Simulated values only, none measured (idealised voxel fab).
The document below concerns the process module designated voxel wiring stack.
Cross-sectional view cut (width: 245 nm; square cell size: 5 nm).
Bands, listed from the top down, are how a cross-section gets written in this document; the cross-section itself is a grid of square cells, and a band is one or more rows of them. For a band, the entry starts with two heights in nm, that of the top and then that of the bottom, and carries on with the band's materials in order from left to right, each alongside its width in nm; the word "edge to edge" beside a single material means it fills the band edge to edge, and "air" means empty space. Beneath 0, the wafer as received is one material, and that level is where height counting begins. The lowest band goes on downward without a bottom; it is written like "z 0 and below". You'd read "30..40" like this: the band's top row of cells is as wide as the first number, its bottom row is as wide as the second, and going down, every row changes width by the same amount as the row before did. What does "remained unchanged" mean for a step? It means no cell of the cross-section changed in that step. Reported under the label "Closed internal cavities" are the empty spaces having no open way to the top and comprising 8 cells or more; the notation for each is width x height at distance, in which the distance is measured from the left edge and all three values are in nm. It should be noted that, on the line of a given step, the content following the step's settings is a remark produced by the simulator itself with respect to that step. For masked steps, "overlay nm" on the step line gives how far right of plan the mask actually lay; a minus sign means it lay to the left. Note on reading: below, each pair holds a cross-section from before one process step and one from after it; the one from after shows only down to the lowest band that changed. Beneath the pair, the step in between is stated along with its settings. The pairs can stem from different runs of this module on the same starting wafer. Where a pair's entry headed "Pre-step condition" says so, and only there, that pair continues from the pair above it.
PRE-STEP CONDITION
* z 100 to 70 = SiO2 edge to edge
* z 70 to 65 = SiCN edge to edge
* z 65 to 55 = 45 nm lowk  5 nm TiN  20 nm Cu  5 nm TiN  30 nm lowk  5 nm TiN  20 nm Cu  5 nm TiN  30 nm lowk  5 nm TiN  20 nm Cu  5 nm TiN  50 nm lowk
* z 55 to 50 = 45 nm lowk  5 nm TiN  5 nm Cu  20 nm TiN  30 nm lowk  30 nm TiN  30 nm lowk  5 nm TiN  5 nm Cu  20 nm TiN  50 nm lowk
* z 50 to 40 = 45 nm lowk  5 nm TiN  5 nm Cu  5 nm TiN  105 nm lowk  5 nm TiN  5 nm Cu  5 nm TiN  65 nm lowk
* z 40 to 35 = 45 nm SiCN  15 nm TiN  105 nm SiCN  15 nm TiN  65 nm SiCN
* z 35 to 20 = 40 nm SiO2  5 nm SiCN  30 nm Ru  5 nm SiCN  20 nm SiO2  5 nm SiCN  30 nm Ru  5 nm SiCN  20 nm SiO2  5 nm SiCN  30 nm Ru  5 nm SiCN  45 nm SiO2
* z 20 to 15 = 45 nm SiCN  30 nm TiN  30 nm SiCN  30 nm TiN  30 nm SiCN  30 nm TiN  50 nm SiCN
* z 15 to 0 = SiO2 edge to edge
* z 0 and below = Si edge to edge
* Closed internal cavities: none
CUT VIEW, POST-STEP
* z 130 to 70 = SiO2 edge to edge
* At heights below 70, the structure remains unaltered.
* Closed internal cavities: none
The structure shown above changes from one cross-section to the other through op DIRECTIONAL_DEP | material SiO2 | thk nm 30
Pre-step condition: equal to the after panel directly above.
CUT VIEW, POST-STEP
* z 130 to 115 = 45 nm SiO2  30 nm air  30 nm SiO2  30 nm air  30 nm SiO2  30 nm air  50 nm SiO2
* At heights below 115, the structure remains unaltered.
* Closed internal cavities: none
The structure shown above changes from one cross-section to the other through op MASKED_ETCH | tone open | mask id METAL_3 | width nm 30 | pitch nm 60 | etch materials SiO2 | depth nm 15 | overlay nm 0
Pre-step condition: equal to the after panel directly above.
CUT VIEW, POST-STEP
* z 140 to 130 = 45 nm aC  30 nm air  30 nm aC  30 nm air  30 nm aC  30 nm air  50 nm aC
* z 130 to 125 = 45 nm SiO2  30 nm air  30 nm SiO2  30 nm air  30 nm SiO2  30 nm air  50 nm SiO2
* z 125 to 115 = 45 nm SiO2  30 nm aC  30 nm SiO2  30 nm aC  30 nm SiO2  30 nm aC  50 nm SiO2
* At heights below 115, the structure remains unaltered.
* Closed internal cavities: none
The structure shown above changes from one cross-section to the other through op DIRECTIONAL_DEP | material aC | thk nm 10
Pre-step condition: equal to the after panel directly above.
CUT VIEW, POST-STEP
* z 165 to 140 = 45 nm resist  15 nm air  105 nm resist  15 nm air  65 nm resist
* z 140 to 130 = 45 nm aC  15 nm air  15 nm resist  30 nm aC  30 nm resist  30 nm aC  15 nm air  15 nm resist  50 nm aC
* z 130 to 125 = 45 nm SiO2  15 nm air  15 nm resist  30 nm SiO2  30 nm resist  30 nm SiO2  15 nm air  15 nm resist  50 nm SiO2
* At heights below 125, the structure remains unaltered.
* Closed internal cavities: none
The structure shown above changes from one cross-section to the other through op PATTERN | tone open | mask id METAL_3_HOLES | material resist | width nm 15 | pitch nm 120 | thk nm 25 | overlay nm 0
Pre-step condition: equal to the after panel directly above.
CUT VIEW, POST-STEP
* z 155 to 140 = 45 nm resist  15 nm air  105 nm resist  15 nm air  65 nm resist
* z 140 to 130 = 45 nm aC  15 nm air  15 nm resist  30 nm aC  30 nm resist  30 nm aC  15 nm air  15 nm resist  50 nm aC
* z 130 to 125 = 45 nm SiO2  15 nm air  15 nm resist  30 nm SiO2  30 nm resist  30 nm SiO2  15 nm air  15 nm resist  50 nm SiO2
* z 125 to 115 = 45 nm SiO2  15 nm air  15 nm aC  30 nm SiO2  30 nm aC  30 nm SiO2  15 nm air  15 nm aC  50 nm SiO2
* At heights below 115, the structure remains unaltered.
* Closed internal cavities: none
The structure shown above changes from one cross-section to the other through op DIRECTIONAL_ETCH | etch materials aC | depth nm 10
Pre-step condition: equal to the after panel directly above.
CUT VIEW, POST-STEP
* z 140 to 130 = 45 nm aC  30 nm air  30 nm aC  30 nm air  30 nm aC  30 nm air  50 nm aC
* z 130 to 125 = 45 nm SiO2  30 nm air  30 nm SiO2  30 nm air  30 nm SiO2  30 nm air  50 nm SiO2
* At heights below 125, the structure remains unaltered.
* Closed internal cavities: none
The structure shown above changes from one cross-section to the other through op STRIP | etch materials resist
Pre-step condition: equal to the after panel directly above.
CUT VIEW, POST-STEP
* z 140 to 130 = 45 nm aC  30 nm air  30 nm aC  30 nm air  30 nm aC  30 nm air  50 nm aC
* z 130 to 125 = 45 nm SiO2  30 nm air  30 nm SiO2  30 nm air  30 nm SiO2  30 nm air  50 nm SiO2
* z 125 to 115 = 45 nm SiO2  15 nm air  15 nm aC  30 nm SiO2  30 nm aC  30 nm SiO2  15 nm air  15 nm aC  50 nm SiO2
* z 115 to 100 = 45 nm SiO2  15 nm air  105 nm SiO2  15 nm air  65 nm SiO2
* At heights below 100, the structure remains unaltered.
* Closed internal cavities: none
The structure shown above changes from one cross-section to the other through op DIRECTIONAL_ETCH | etch materials SiO2 | depth nm 15
Pre-step condition: equal to the after panel directly above.
CUT VIEW, POST-STEP
* z 130 to 115 = 45 nm SiO2  30 nm air  30 nm SiO2  30 nm air  30 nm SiO2  30 nm air  50 nm SiO2
* At heights below 115, the structure remains unaltered.
* Closed internal cavities: none
The structure shown above changes from one cross-section to the other through op STRIP | etch materials aC
Pre-step condition: equal to the after panel directly above.
CUT VIEW, POST-STEP
* z 135 to 130 = 50 nm TiN  20 nm air  40 nm TiN  20 nm air  40 nm TiN  20 nm air  55 nm TiN
* z 130 to 120 = 45 nm SiO2  5 nm TiN  20 nm air  5 nm TiN  30 nm SiO2  5 nm TiN  20 nm air  5 nm TiN  30 nm SiO2  5 nm TiN  20 nm air  5 nm TiN  50 nm SiO2
* z 120 to 115 = 45 nm SiO2  5 nm TiN  5 nm air  20 nm TiN  30 nm SiO2  30 nm TiN  30 nm SiO2  5 nm TiN  5 nm air  20 nm TiN  50 nm SiO2
* z 115 to 105 = 45 nm SiO2  5 nm TiN  5 nm air  5 nm TiN  105 nm SiO2  5 nm TiN  5 nm air  5 nm TiN  65 nm SiO2
* z 105 to 100 = 45 nm SiO2  15 nm TiN  105 nm SiO2  15 nm TiN  65 nm SiO2
* At heights below 100, the structure remains unaltered.
* Closed internal cavities: none
The structure shown above changes from one cross-section to the other through op CONFORMAL_DEP | material TiN | thk nm 5
Pre-step condition: equal to the after panel directly above.
CUT VIEW, POST-STEP
* z 145 to 135 = Cu edge to edge
* z 135 to 130 = 50 nm TiN  20 nm Cu  40 nm TiN  20 nm Cu  40 nm TiN  20 nm Cu  55 nm TiN
* z 130 to 120 = 45 nm SiO2  5 nm TiN  20 nm Cu  5 nm TiN  30 nm SiO2  5 nm TiN  20 nm Cu  5 nm TiN  30 nm SiO2  5 nm TiN  20 nm Cu  5 nm TiN  50 nm SiO2
* z 120 to 115 = 45 nm SiO2  5 nm TiN  5 nm Cu  20 nm TiN  30 nm SiO2  30 nm TiN  30 nm SiO2  5 nm TiN  5 nm Cu  20 nm TiN  50 nm SiO2
* z 115 to 105 = 45 nm SiO2  5 nm TiN  5 nm Cu  5 nm TiN  105 nm SiO2  5 nm TiN  5 nm Cu  5 nm TiN  65 nm SiO2
* At heights below 105, the structure remains unaltered.
* Closed internal cavities: none
The structure shown above changes from one cross-section to the other through op FILL_DEP | material Cu | thk nm 10
Pre-step condition: equal to the after panel directly above.
CUT VIEW, POST-STEP
* z 100 to 70 = SiO2 edge to edge
* At heights below 70, the structure remains unaltered.
* Closed internal cavities: none
The structure shown above changes from one cross-section to the other through op CMP | height nm 100
Pre-step condition: equal to the after panel directly above.
CUT VIEW, POST-STEP
* z 105 to 100 = SiCN edge to edge
* At heights below 100, the structure remains unaltered.
* Closed internal cavities: none
The structure shown above changes from one cross-section to the other through op CONFORMAL_DEP | material SiCN | thk nm 5
Pre-step condition: equal to the after panel directly above.
CUT VIEW, POST-STEP
* z 115 to 105 = lowk edge to edge
* At heights below 105, the structure remains unaltered.
* Closed internal cavities: none
The structure shown above changes from one cross-section to the other through op DIRECTIONAL_DEP | material lowk | thk nm 10
Pre-step condition: equal to the after panel directly above.
CUT VIEW, POST-STEP
* z 115 to 105 = 45 nm lowk  15 nm air  45 nm lowk  15 nm air  45 nm lowk  15 nm air  65 nm lowk
* At heights below 105, the structure remains unaltered.
* Closed internal cavities: none
The structure shown above changes from one cross-section to the other through op MASKED_ETCH | tone open | mask id PLUG_3 | width nm 15 | pitch nm 60 | etch materials lowk | depth nm 10 | overlay nm 0
Pre-step condition: equal to the after panel directly above.
CUT VIEW, POST-STEP
* z 115 to 105 = 45 nm lowk  15 nm air  45 nm lowk  15 nm air  45 nm lowk  15 nm air  65 nm lowk
* z 105 to 100 = 45 nm SiCN  15 nm air  45 nm SiCN  15 nm air  45 nm SiCN  15 nm air  65 nm SiCN
* At heights below 100, the structure remains unaltered.
* Closed internal cavities: none
The structure shown above changes from one cross-section to the other through op MASKED_ETCH | tone open | mask id PLUG_3 | width nm 15 | pitch nm 60 | etch materials SiCN | depth nm 5 | overlay nm 0
Pre-step condition: equal to the after panel directly above.
CUT VIEW, POST-STEP
* z 120 to 115 = 50 nm TiN  5 nm air  55 nm TiN  5 nm air  55 nm TiN  5 nm air  70 nm TiN
* z 115 to 105 = 45 nm lowk  5 nm TiN  5 nm air  5 nm TiN  45 nm lowk  5 nm TiN  5 nm air  5 nm TiN  45 nm lowk  5 nm TiN  5 nm air  5 nm TiN  65 nm lowk
* z 105 to 100 = 45 nm SiCN  15 nm TiN  45 nm SiCN  15 nm TiN  45 nm SiCN  15 nm TiN  65 nm SiCN
* At heights below 100, the structure remains unaltered.
* Closed internal cavities: none
The structure shown above changes from one cross-section to the other through op CONFORMAL_DEP | material TiN | thk nm 5
Pre-step condition: equal to the after panel directly above.
CUT VIEW, POST-STEP
* z 125 to 120 = Cu edge to edge
* z 120 to 115 = 50 nm TiN  5 nm Cu  55 nm TiN  5 nm Cu  55 nm TiN  5 nm Cu  70 nm TiN
* z 115 to 105 = 45 nm lowk  5 nm TiN  5 nm Cu  5 nm TiN  45 nm lowk  5 nm TiN  5 nm Cu  5 nm TiN  45 nm lowk  5 nm TiN  5 nm Cu  5 nm TiN  65 nm lowk
* At heights below 105, the structure remains unaltered.
* Closed internal cavities: none
The structure shown above changes from one cross-section to the other through op FILL_DEP | material Cu | thk nm 5
Pre-step condition: equal to the after panel directly above.
CUT VIEW, POST-STEP
* z 115 to 105 = 45 nm lowk  5 nm TiN  5 nm Cu  5 nm TiN  45 nm lowk  5 nm TiN  5 nm Cu  5 nm TiN  45 nm lowk  5 nm TiN  5 nm Cu  5 nm TiN  65 nm lowk
* At heights below 105, the structure remains unaltered.
* Closed internal cavities: none
The structure shown above changes from one cross-section to the other through op CMP | height nm 115
Pre-step condition: equal to the after panel directly above.
CUT VIEW, POST-STEP
* z 120 to 115 = SiN edge to edge
* At heights below 115, the structure remains unaltered.
* Closed internal cavities: none
The structure shown above changes from one cross-section to the other through op CONFORMAL_DEP | material SiN | thk nm 5
Pre-step condition: equal to the after panel directly above.
CUT VIEW, POST-STEP
* z 145 to 120 = SiO2 edge to edge
* At heights below 120, the structure remains unaltered.
* Closed internal cavities: none
The structure shown above changes from one cross-section to the other through op DIRECTIONAL_DEP | material SiO2 | thk nm 25
Pre-step condition: equal to the after panel directly above.
CUT VIEW, POST-STEP
* z 160 to 145 = 45 nm resist  30 nm air  30 nm resist  30 nm air  30 nm resist  30 nm air  50 nm resist
* At heights below 145, the structure remains unaltered.
* Closed internal cavities: none
The structure shown above changes from one cross-section to the other through op PATTERN | tone open | mask id METAL_4 | material resist | width nm 30 | pitch nm 60 | thk nm 15 | overlay nm 0
Pre-step condition: equal to the after panel directly above.
CUT VIEW, POST-STEP
* z 160 to 145 = 45 nm resist  30 nm air  30 nm resist  30 nm air  30 nm resist  30 nm air  50 nm resist
* z 145 to 120 = 45 nm SiO2  30 nm air  30 nm SiO2  30 nm air  30 nm SiO2  30 nm air  50 nm SiO2
* At heights below 120, the structure remains unaltered.
* Closed internal cavities: none
The structure shown above changes from one cross-section to the other through op DIRECTIONAL_ETCH | etch materials SiO2 | depth nm 25
Pre-step condition: equal to the after panel directly above.
CUT VIEW, POST-STEP
* z 160 to 145 = 45 nm resist  30 nm air  30 nm resist  30 nm air  30 nm resist  30 nm air  50 nm resist
* z 145 to 120 = 45 nm SiO2  30 nm air  30 nm SiO2  30 nm air  30 nm SiO2  30 nm air  50 nm SiO2
* z 120 to 115 = 45 nm SiN  30 nm air  30 nm SiN  30 nm air  30 nm SiN  30 nm air  50 nm SiN
* At heights below 115, the structure remains unaltered.
* Closed internal cavities: none
The structure shown above changes from one cross-section to the other through op DIRECTIONAL_ETCH | etch materials SiN | depth nm 5
Pre-step condition: equal to the after panel directly above.
CUT VIEW, POST-STEP
* z 145 to 120 = 45 nm SiO2  30 nm air  30 nm SiO2  30 nm air  30 nm SiO2  30 nm air  50 nm SiO2
* At heights below 120, the structure remains unaltered.
* Closed internal cavities: none
The structure shown above changes from one cross-section to the other through op STRIP | etch materials resist
Pre-step condition: equal to the after panel directly above.
CUT VIEW, POST-STEP
* z 150 to 145 = 50 nm TiN  20 nm air  40 nm TiN  20 nm air  40 nm TiN  20 nm air  55 nm TiN
* z 145 to 120 = 45 nm SiO2  5 nm TiN  20 nm air  5 nm TiN  30 nm SiO2  5 nm TiN  20 nm air  5 nm TiN  30 nm SiO2  5 nm TiN  20 nm air  5 nm TiN  50 nm SiO2
* z 120 to 115 = 45 nm SiN  30 nm TiN  30 nm SiN  30 nm TiN  30 nm SiN  30 nm TiN  50 nm SiN
* At heights below 115, the structure remains unaltered.
* Closed internal cavities: none
The structure shown above changes from one cross-section to the other through op CONFORMAL_DEP | material TiN | thk nm 5
Pre-step condition: equal to the after panel directly above.
CUT VIEW, POST-STEP
* z 160 to 150 = W edge to edge
* z 150 to 145 = 50 nm TiN  20 nm W  40 nm TiN  20 nm W  40 nm TiN  20 nm W  55 nm TiN
* z 145 to 120 = 45 nm SiO2  5 nm TiN  20 nm W  5 nm TiN  30 nm SiO2  5 nm TiN  20 nm W  5 nm TiN  30 nm SiO2  5 nm TiN  20 nm W  5 nm TiN  50 nm SiO2
* At heights below 120, the structure remains unaltered.
* Closed internal cavities: none
The structure shown above changes from one cross-section to the other through op FILL_DEP | material W | thk nm 10
Pre-step condition: equal to the after panel directly above.
CUT VIEW, POST-STEP
* z 145 to 120 = 45 nm SiO2  5 nm TiN  20 nm W  5 nm TiN  30 nm SiO2  5 nm TiN  20 nm W  5 nm TiN  30 nm SiO2  5 nm TiN  20 nm W  5 nm TiN  50 nm SiO2
* At heights below 120, the structure remains unaltered.
* Closed internal cavities: none
The structure shown above changes from one cross-section to the other through op CMP | height nm 145
Pre-step condition: equal to the after panel directly above.
CUT VIEW, POST-STEP
* z 150 to 145 = 40 nm air  40 nm Ru  20 nm air  40 nm Ru  20 nm air  40 nm Ru  45 nm air
* At heights below 145, the structure remains unaltered.
* Closed internal cavities: none
The structure shown above changes from one cross-section to the other through op EPI | material Ru | thk nm 5
Pre-step condition: equal to the after panel directly above.
CUT VIEW, POST-STEP
* z 155 to 150 = SiCN edge to edge
* z 150 to 145 = 40 nm SiCN  40 nm Ru  20 nm SiCN  40 nm Ru  20 nm SiCN  40 nm Ru  45 nm SiCN
* At heights below 145, the structure remains unaltered.
* Closed internal cavities: none
The structure shown above changes from one cross-section to the other through op FILL_DEP | material SiCN | thk nm 5
PRE-STEP CONDITION
* z 15 to 0 = SiO2 edge to edge
* z 0 and below = Si edge to edge
* Closed internal cavities: none
CUT VIEW, POST-STEP
* z 30 to 15 = Ru edge to edge
* At heights below 15, the structure remains unaltered.
* Closed internal cavities: none
The structure shown above changes from one cross-section to the other through op DIRECTIONAL_DEP | material Ru | thk nm 15
Pre-step condition: equal to the after panel directly above.
CUT VIEW, POST-STEP
* z 35 to 30 = TiN edge to edge
* At heights below 30, the structure remains unaltered.
* Closed internal cavities: none
The structure shown above changes from one cross-section to the other through op DIRECTIONAL_DEP | material TiN | thk nm 5
Pre-step condition: equal to the after panel directly above.
CUT VIEW, POST-STEP
* z 35 to 30 = 45 nm air  30 nm TiN  30 nm air  30 nm TiN  30 nm air  30 nm TiN  50 nm air
* At heights below 30, the structure remains unaltered.
* Closed internal cavities: none
The structure shown above changes from one cross-section to the other through op MASKED_ETCH | tone cover | mask id METAL_1 | width nm 30 | pitch nm 60 | etch materials TiN | depth nm 5 | overlay nm 0
Pre-step condition: equal to the after panel directly above.
CUT VIEW, POST-STEP
* z 40 to 35 = 40 nm air  40 nm SiCN  20 nm air  40 nm SiCN  20 nm air  40 nm SiCN  45 nm air
* z 35 to 30 = 45 nm SiCN  30 nm TiN  30 nm SiCN  30 nm TiN  30 nm SiCN  30 nm TiN  50 nm SiCN
* At heights below 30, the structure remains unaltered.
* Closed internal cavities: none
The structure shown above changes from one cross-section to the other through op CONFORMAL_DEP | material SiCN | thk nm 5
Pre-step condition: equal to the after panel directly above.
CUT VIEW, POST-STEP
* z 45 to 40 = SiO2 edge to edge
* z 40 to 35 = 40 nm SiO2  40 nm SiCN  20 nm SiO2  40 nm SiCN  20 nm SiO2  40 nm SiCN  45 nm SiO2
* At heights below 35, the structure remains unaltered.
* Closed internal cavities: none
The structure shown above changes from one cross-section to the other through op FILL_DEP | material SiO2 | thk nm 5
Pre-step condition: equal to the after panel directly above.
CUT VIEW, POST-STEP
* z 35 to 30 = 45 nm SiCN  30 nm TiN  30 nm SiCN  30 nm TiN  30 nm SiCN  30 nm TiN  50 nm SiCN
* At heights below 30, the structure remains unaltered.
* Closed internal cavities: none
The structure shown above changes from one cross-section to the other through op CMP | height nm 35
Pre-step condition: equal to the after panel directly above.
CUT VIEW, POST-STEP
* z 40 to 35 = SiCN edge to edge
* At heights below 35, the structure remains unaltered.
* Closed internal cavities: none
The structure shown above changes from one cross-section to the other through op CONFORMAL_DEP | material SiCN | thk nm 5
Pre-step condition: equal to the after panel directly above.
CUT VIEW, POST-STEP
* z 65 to 40 = lowk edge to edge
* At heights below 40, the structure remains unaltered.
* Closed internal cavities: none
The structure shown above changes from one cross-section to the other through op DIRECTIONAL_DEP | material lowk | thk nm 25
Pre-step condition: equal to the after panel directly above.
CUT VIEW, POST-STEP
* z 85 to 65 = 45 nm resist  30 nm air  30 nm resist  30 nm air  30 nm resist  30 nm air  50 nm resist
* At heights below 65, the structure remains unaltered.
* Closed internal cavities: none
The structure shown above changes from one cross-section to the other through op PATTERN | tone open | mask id METAL_2 | material resist | width nm 30 | pitch nm 60 | thk nm 20 | overlay nm 0
Pre-step condition: equal to the after panel directly above.
CUT VIEW, POST-STEP
* z 85 to 65 = 45 nm resist  30 nm air  30 nm resist  30 nm air  30 nm resist  30 nm air  50 nm resist
* z 65 to 50 = 45 nm lowk  30 nm air  30 nm lowk  30 nm air  30 nm lowk  30 nm air  50 nm lowk
* At heights below 50, the structure remains unaltered.
* Closed internal cavities: none
The structure shown above changes from one cross-section to the other through op DIRECTIONAL_ETCH | etch materials lowk | depth nm 15
Pre-step condition: equal to the after panel directly above.
CUT VIEW, POST-STEP
* z 65 to 50 = 45 nm lowk  30 nm air  30 nm lowk  30 nm air  30 nm lowk  30 nm air  50 nm lowk
* At heights below 50, the structure remains unaltered.
* Closed internal cavities: none
The structure shown above changes from one cross-section to the other through op STRIP | etch materials resist
Pre-step condition: equal to the after panel directly above.
CUT VIEW, POST-STEP
* z 80 to 65 = 45 nm resist  15 nm air  105 nm resist  15 nm air  65 nm resist
* z 65 to 50 = 45 nm lowk  15 nm air  15 nm resist  30 nm lowk  30 nm resist  30 nm lowk  15 nm air  15 nm resist  50 nm lowk
* At heights below 50, the structure remains unaltered.
* Closed internal cavities: none
The structure shown above changes from one cross-section to the other through op PATTERN | tone open | mask id METAL_2_HOLES | material resist | width nm 15 | pitch nm 120 | thk nm 15 | overlay nm 0
Pre-step condition: equal to the after panel directly above.
CUT VIEW, POST-STEP
* z 80 to 65 = 45 nm resist  15 nm air  105 nm resist  15 nm air  65 nm resist
* z 65 to 50 = 45 nm lowk  15 nm air  15 nm resist  30 nm lowk  30 nm resist  30 nm lowk  15 nm air  15 nm resist  50 nm lowk
* z 50 to 40 = 45 nm lowk  15 nm air  105 nm lowk  15 nm air  65 nm lowk
* At heights below 40, the structure remains unaltered.
* Closed internal cavities: none
The structure shown above changes from one cross-section to the other through op DIRECTIONAL_ETCH | etch materials lowk | depth nm 10
Pre-step condition: equal to the after panel directly above.
CUT VIEW, POST-STEP
* z 80 to 65 = 45 nm resist  15 nm air  105 nm resist  15 nm air  65 nm resist
* z 65 to 50 = 45 nm lowk  15 nm air  15 nm resist  30 nm lowk  30 nm resist  30 nm lowk  15 nm air  15 nm resist  50 nm lowk
* z 50 to 40 = 45 nm lowk  15 nm air  105 nm lowk  15 nm air  65 nm lowk
* z 40 to 35 = 45 nm SiCN  15 nm air  105 nm SiCN  15 nm air  65 nm SiCN
* At heights below 35, the structure remains unaltered.
* Closed internal cavities: none
The structure shown above changes from one cross-section to the other through op DIRECTIONAL_ETCH | etch materials SiCN | depth nm 5
Pre-step condition: equal to the after panel directly above.
CUT VIEW, POST-STEP
* z 65 to 50 = 45 nm lowk  30 nm air  30 nm lowk  30 nm air  30 nm lowk  30 nm air  50 nm lowk
* At heights below 50, the structure remains unaltered.
* Closed internal cavities: none
The structure shown above changes from one cross-section to the other through op STRIP | etch materials resist
Pre-step condition: equal to the after panel directly above.
CUT VIEW, POST-STEP
* z 70 to 65 = 50 nm TiN  20 nm air  40 nm TiN  20 nm air  40 nm TiN  20 nm air  55 nm TiN
* z 65 to 55 = 45 nm lowk  5 nm TiN  20 nm air  5 nm TiN  30 nm lowk  5 nm TiN  20 nm air  5 nm TiN  30 nm lowk  5 nm TiN  20 nm air  5 nm TiN  50 nm lowk
* z 55 to 50 = 45 nm lowk  5 nm TiN  5 nm air  20 nm TiN  30 nm lowk  30 nm TiN  30 nm lowk  5 nm TiN  5 nm air  20 nm TiN  50 nm lowk
* z 50 to 40 = 45 nm lowk  5 nm TiN  5 nm air  5 nm TiN  105 nm lowk  5 nm TiN  5 nm air  5 nm TiN  65 nm lowk
* z 40 to 35 = 45 nm SiCN  15 nm TiN  105 nm SiCN  15 nm TiN  65 nm SiCN
* At heights below 35, the structure remains unaltered.
* Closed internal cavities: none
The structure shown above changes from one cross-section to the other through op CONFORMAL_DEP | material TiN | thk nm 5
Pre-step condition: equal to the after panel directly above.
CUT VIEW, POST-STEP
* z 75 to 70 = Cu edge to edge
* z 70 to 65 = 50 nm TiN  20 nm Cu  40 nm TiN  20 nm Cu  40 nm TiN  20 nm Cu  55 nm TiN
* z 65 to 55 = 45 nm lowk  5 nm TiN  20 nm Cu  5 nm TiN  30 nm lowk  5 nm TiN  20 nm Cu  5 nm TiN  30 nm lowk  5 nm TiN  20 nm Cu  5 nm TiN  50 nm lowk
* z 55 to 50 = 45 nm lowk  5 nm TiN  5 nm Cu  20 nm TiN  30 nm lowk  30 nm TiN  30 nm lowk  5 nm TiN  5 nm Cu  20 nm TiN  50 nm lowk
* z 50 to 40 = 45 nm lowk  5 nm TiN  5 nm Cu  5 nm TiN  105 nm lowk  5 nm TiN  5 nm Cu  5 nm TiN  65 nm lowk
* At heights below 40, the structure remains unaltered.
* Closed internal cavities: none
The structure shown above changes from one cross-section to the other through op FILL_DEP | material Cu | thk nm 5
Pre-step condition: equal to the after panel directly above.
CUT VIEW, POST-STEP
* z 65 to 55 = 45 nm lowk  5 nm TiN  20 nm Cu  5 nm TiN  30 nm lowk  5 nm TiN  20 nm Cu  5 nm TiN  30 nm lowk  5 nm TiN  20 nm Cu  5 nm TiN  50 nm lowk
* At heights below 55, the structure remains unaltered.
* Closed internal cavities: none
The structure shown above changes from one cross-section to the other through op CMP | height nm 65
Pre-step condition: equal to the after panel directly above.
CUT VIEW, POST-STEP
* z 70 to 65 = SiCN edge to edge
* At heights below 65, the structure remains unaltered.
* Closed internal cavities: none
The structure shown above changes from one cross-section to the other through op CONFORMAL_DEP | material SiCN | thk nm 5
Pre-step condition: equal to the after panel directly above.
CUT VIEW, POST-STEP
* z 100 to 70 = SiO2 edge to edge
* At heights below 70, the structure remains unaltered.
* Closed internal cavities: none
The structure shown above changes from one cross-section to the other through op DIRECTIONAL_DEP | material SiO2 | thk nm 30
Pre-step condition: equal to the after panel directly above.
CUT VIEW, POST-STEP
* z 100 to 85 = 45 nm SiO2  30 nm air  30 nm SiO2  30 nm air  30 nm SiO2  30 nm air  50 nm SiO2
* At heights below 85, the structure remains unaltered.
* Closed internal cavities: none
The structure shown above changes from one cross-section to the other through op MASKED_ETCH | tone open | mask id METAL_3 | width nm 30 | pitch nm 60 | etch materials SiO2 | depth nm 15 | overlay nm 0
Pre-step condition: equal to the after panel directly above.
CUT VIEW, POST-STEP
* z 110 to 100 = 45 nm aC  30 nm air  30 nm aC  30 nm air  30 nm aC  30 nm air  50 nm aC
* z 100 to 95 = 45 nm SiO2  30 nm air  30 nm SiO2  30 nm air  30 nm SiO2  30 nm air  50 nm SiO2
* z 95 to 85 = 45 nm SiO2  30 nm aC  30 nm SiO2  30 nm aC  30 nm SiO2  30 nm aC  50 nm SiO2
* At heights below 85, the structure remains unaltered.
* Closed internal cavities: none
The structure shown above changes from one cross-section to the other through op DIRECTIONAL_DEP | material aC | thk nm 10
Pre-step condition: equal to the after panel directly above.
CUT VIEW, POST-STEP
* z 135 to 110 = 45 nm resist  15 nm air  105 nm resist  15 nm air  65 nm resist
* z 110 to 100 = 45 nm aC  15 nm air  15 nm resist  30 nm aC  30 nm resist  30 nm aC  15 nm air  15 nm resist  50 nm aC
* z 100 to 95 = 45 nm SiO2  15 nm air  15 nm resist  30 nm SiO2  30 nm resist  30 nm SiO2  15 nm air  15 nm resist  50 nm SiO2
* At heights below 95, the structure remains unaltered.
* Closed internal cavities: none
The structure shown above changes from one cross-section to the other through op PATTERN | tone open | mask id METAL_3_HOLES | material resist | width nm 15 | pitch nm 120 | thk nm 25 | overlay nm 0
Pre-step condition: equal to the after panel directly above.
CUT VIEW, POST-STEP
* z 125 to 110 = 45 nm resist  15 nm air  105 nm resist  15 nm air  65 nm resist
* z 110 to 100 = 45 nm aC  15 nm air  15 nm resist  30 nm aC  30 nm resist  30 nm aC  15 nm air  15 nm resist  50 nm aC
* z 100 to 95 = 45 nm SiO2  15 nm air  15 nm resist  30 nm SiO2  30 nm resist  30 nm SiO2  15 nm air  15 nm resist  50 nm SiO2
* z 95 to 85 = 45 nm SiO2  15 nm air  15 nm aC  30 nm SiO2  30 nm aC  30 nm SiO2  15 nm air  15 nm aC  50 nm SiO2
* At heights below 85, the structure remains unaltered.
* Closed internal cavities: none
The structure shown above changes from one cross-section to the other through op DIRECTIONAL_ETCH | etch materials aC | depth nm 10
Pre-step condition: equal to the after panel directly above.
CUT VIEW, POST-STEP
* z 110 to 100 = 45 nm aC  30 nm air  30 nm aC  30 nm air  30 nm aC  30 nm air  50 nm aC
* z 100 to 95 = 45 nm SiO2  30 nm air  30 nm SiO2  30 nm air  30 nm SiO2  30 nm air  50 nm SiO2
* At heights below 95, the structure remains unaltered.
* Closed internal cavities: none
The structure shown above changes from one cross-section to the other through op STRIP | etch materials resist
Pre-step condition: equal to the after panel directly above.
CUT VIEW, POST-STEP
* z 110 to 100 = 45 nm aC  30 nm air  30 nm aC  30 nm air  30 nm aC  30 nm air  50 nm aC
* z 100 to 95 = 45 nm SiO2  30 nm air  30 nm SiO2  30 nm air  30 nm SiO2  30 nm air  50 nm SiO2
* z 95 to 85 = 45 nm SiO2  15 nm air  15 nm aC  30 nm SiO2  30 nm aC  30 nm SiO2  15 nm air  15 nm aC  50 nm SiO2
* z 85 to 70 = 45 nm SiO2  15 nm air  105 nm SiO2  15 nm air  65 nm SiO2
* At heights below 70, the structure remains unaltered.
* Closed internal cavities: none
The structure shown above changes from one cross-section to the other through op DIRECTIONAL_ETCH | etch materials SiO2 | depth nm 15
Pre-step condition: equal to the after panel directly above.
CUT VIEW, POST-STEP
* z 110 to 100 = 45 nm aC  30 nm air  30 nm aC  30 nm air  30 nm aC  30 nm air  50 nm aC
* z 100 to 95 = 45 nm SiO2  30 nm air  30 nm SiO2  30 nm air  30 nm SiO2  30 nm air  50 nm SiO2
* z 95 to 85 = 45 nm SiO2  15 nm air  15 nm aC  30 nm SiO2  30 nm aC  30 nm SiO2  15 nm air  15 nm aC  50 nm SiO2
* z 85 to 70 = 45 nm SiO2  15 nm air  105 nm SiO2  15 nm air  65 nm SiO2
* z 70 to 65 = 45 nm SiCN  15 nm air  105 nm SiCN  15 nm air  65 nm SiCN
* At heights below 65, the structure remains unaltered.
* Closed internal cavities: none
The structure shown above changes from one cross-section to the other through op DIRECTIONAL_ETCH | etch materials SiCN | depth nm 5
